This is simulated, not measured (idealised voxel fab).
process module | voxel quadruple lines
cross-section cut | 285 nm wide | cells 5 nm
A cross-section is a grid of square cells, given in bands from the top down. A band is one or more rows of cells.
Each band's line starts with the height of the band's top and of its bottom, in nm. Then come its materials from left to right, each with its width in nm. One material with "throughout" fills the band from edge to edge. "air" is empty space.
Height 0 is the level under which the wafer as received is all one material. The lowest band goes on downwards, as in "0 down".
A width such as "30 to 40" changes by the same amount from each row of cells to the next, from the band's top row to its bottom row.
"no change" after a step means that no cell of the cross-section changed.
closed voids: empty space of 8 cells or more with no open way to the top, each as width x height at its distance from the left edge, in nm
after a step's settings: what the simulator itself notes on the step
overlay nm, on a step with a mask: how far to the right of its planned place the mask lay; to the left if negative
plan
1 op RECEIVE | material Si
2 op CONFORMAL_DEP | material Al2O3 | thk nm 10
3 op DIRECTIONAL_DEP | material W | thk nm 10
4 op DIRECTIONAL_DEP | material polySi | thk nm 20
5 op DIRECTIONAL_DEP | material aC | thk nm 25
6 op PATTERN | tone cover | mask id MANDREL | material resist | width nm 30 | pitch nm 80 | thk nm 35 | overlay nm 0
7 op DIRECTIONAL_ETCH | etch materials aC | depth nm 25
8 op STRIP | etch materials resist
9 op CONFORMAL_DEP | material SiO2 | thk nm 10
10 op DIRECTIONAL_ETCH | etch materials SiO2 | depth nm 10
11 op STRIP | etch materials aC
12 op DIRECTIONAL_ETCH | etch materials polySi | depth nm 20
13 op STRIP | etch materials SiO2
14 op CONFORMAL_DEP | material SiCN | thk nm 10
15 op DIRECTIONAL_ETCH | etch materials SiCN | depth nm 10
16 op STRIP | etch materials polySi
17 op DIRECTIONAL_ETCH | etch materials W | depth nm 10
18 op STRIP | etch materials SiCN
first wafer, as planned
as received, after step 1
  0 down: Si throughout
  closed voids: none
after step 2
  10 to 0: Al2O3 throughout
  below 0: unchanged
after step 3
  20 to 10: W throughout
  below 10: unchanged
after step 4
  40 to 20: polySi throughout
  below 20: unchanged
after step 5
  65 to 40: aC throughout
  below 40: unchanged
after step 6
  100 to 65: air 85 | resist 30 | air 50 | resist 30 | air 90
  below 65: unchanged
after step 7
  75 to 65: air 85 | resist 30 | air 50 | resist 30 | air 90
  65 to 40: air 85 | aC 30 | air 50 | aC 30 | air 90
  below 40: unchanged
after step 8
  65 to 40: air 85 | aC 30 | air 50 | aC 30 | air 90
  below 40: unchanged
after step 9
  75 to 65: air 75 | SiO2 50 | air 30 | SiO2 50 | air 80
  65 to 50: air 75 | SiO2 10 | aC 30 | SiO2 10 | air 30 | SiO2 10 | aC 30 | SiO2 10 | air 80
  50 to 40: SiO2 85 | aC 30 | SiO2 50 | aC 30 | SiO2 90
  below 40: unchanged
after step 10
  65 to 40: air 75 | SiO2 10 | aC 30 | SiO2 10 | air 30 | SiO2 10 | aC 30 | SiO2 10 | air 80
  below 40: unchanged
after step 11
  65 to 40: air 75 | SiO2 10 | air 30 | SiO2 10 | air 30 | SiO2 10 | air 30 | SiO2 10 | air 80
  below 40: unchanged
after step 12
  65 to 40: air 75 | SiO2 10 | air 30 | SiO2 10 | air 30 | SiO2 10 | air 30 | SiO2 10 | air 80
  40 to 20: air 75 | polySi 10 | air 30 | polySi 10 | air 30 | polySi 10 | air 30 | polySi 10 | air 80
  below 20: unchanged
after step 13
  40 to 20: air 75 | polySi 10 | air 30 | polySi 10 | air 30 | polySi 10 | air 30 | polySi 10 | air 80
  below 20: unchanged
after step 14
  50 to 40: air 65 | SiCN 30 | air 10 | SiCN 30 | air 10 | SiCN 30 | air 10 | SiCN 30 | air 70
  40 to 30: air 65 | SiCN 10 | polySi 10 | SiCN 10 | air 10 | SiCN 10 | polySi 10 | SiCN 10 | air 10 | SiCN 10 | polySi 10 | SiCN 10 | air 10 | SiCN 10 | polySi 10 | SiCN 10 | air 70
  30 to 20: SiCN 75 | polySi 10 | SiCN 30 | polySi 10 | SiCN 30 | polySi 10 | SiCN 30 | polySi 10 | SiCN 80
  below 20: unchanged
after step 15
  40 to 20: air 65 | SiCN 10 | polySi 10 | SiCN 10 | air 10 | SiCN 10 | polySi 10 | SiCN 10 | air 10 | SiCN 10 | polySi 10 | SiCN 10 | air 10 | SiCN 10 | polySi 10 | SiCN 10 | air 70
  below 20: unchanged
after step 16
  40 to 20: air 65 | SiCN 10 | air 10 | SiCN 10 | air 10 | SiCN 10 | air 10 | SiCN 10 | air 10 | SiCN 10 | air 10 | SiCN 10 | air 10 | SiCN 10 | air 10 | SiCN 10 | air 70
  below 20: unchanged
after step 17
  40 to 20: air 65 | SiCN 10 | air 10 | SiCN 10 | air 10 | SiCN 10 | air 10 | SiCN 10 | air 10 | SiCN 10 | air 10 | SiCN 10 | air 10 | SiCN 10 | air 10 | SiCN 10 | air 70
  20 to 10: air 65 | W 10 | air 10 | W 10 | air 10 | W 10 | air 10 | W 10 | air 10 | W 10 | air 10 | W 10 | air 10 | W 10 | air 10 | W 10 | air 70
  below 10: unchanged
after step 18
  20 to 10: air 65 | W 10 | air 10 | W 10 | air 10 | W 10 | air 10 | W 10 | air 10 | W 10 | air 10 | W 10 | air 10 | W 10 | air 10 | W 10 | air 70
  below 10: unchanged
second wafer: like start, like plan, one mistake. Through step 2 it matches the first wafer
when step 3 should have ended
  30 to 10: polySi throughout
  below 10: unchanged
when step 4 should have ended
  40 to 30: W throughout
  below 30: unchanged
when step 5 should have ended
  65 to 40: aC throughout
  below 40: unchanged
when step 6 should have ended
  100 to 65: air 85 | resist 30 | air 50 | resist 30 | air 90
  below 65: unchanged
when step 7 should have ended
  75 to 65: air 85 | resist 30 | air 50 | resist 30 | air 90
  65 to 40: air 85 | aC 30 | air 50 | aC 30 | air 90
  below 40: unchanged
when step 8 should have ended
  65 to 40: air 85 | aC 30 | air 50 | aC 30 | air 90
  below 40: unchanged
when step 9 should have ended
  75 to 65: air 75 | SiO2 50 | air 30 | SiO2 50 | air 80
  65 to 50: air 75 | SiO2 10 | aC 30 | SiO2 10 | air 30 | SiO2 10 | aC 30 | SiO2 10 | air 80
  50 to 40: SiO2 85 | aC 30 | SiO2 50 | aC 30 | SiO2 90
  below 40: unchanged
when step 10 should have ended
  65 to 40: air 75 | SiO2 10 | aC 30 | SiO2 10 | air 30 | SiO2 10 | aC 30 | SiO2 10 | air 80
  below 40: unchanged
when step 11 should have ended
  65 to 40: air 75 | SiO2 10 | air 30 | SiO2 10 | air 30 | SiO2 10 | air 30 | SiO2 10 | air 80
  below 40: unchanged
when step 12 should have ended: no change
when step 13 should have ended
  40 to 30: W throughout
  below 30: unchanged
when step 14 should have ended
  50 to 40: SiCN throughout
  below 40: unchanged
when step 15 should have ended
  40 to 30: W throughout
  below 30: unchanged
when step 16 should have ended: no change
when step 17 should have ended
  30 to 10: polySi throughout
  below 10: unchanged
when step 18 should have ended: no change
what went wrong: steps 3 and 4 were swapped
at the end the second wafer has, in cells: 32 fewer of W | 228 more of polySi
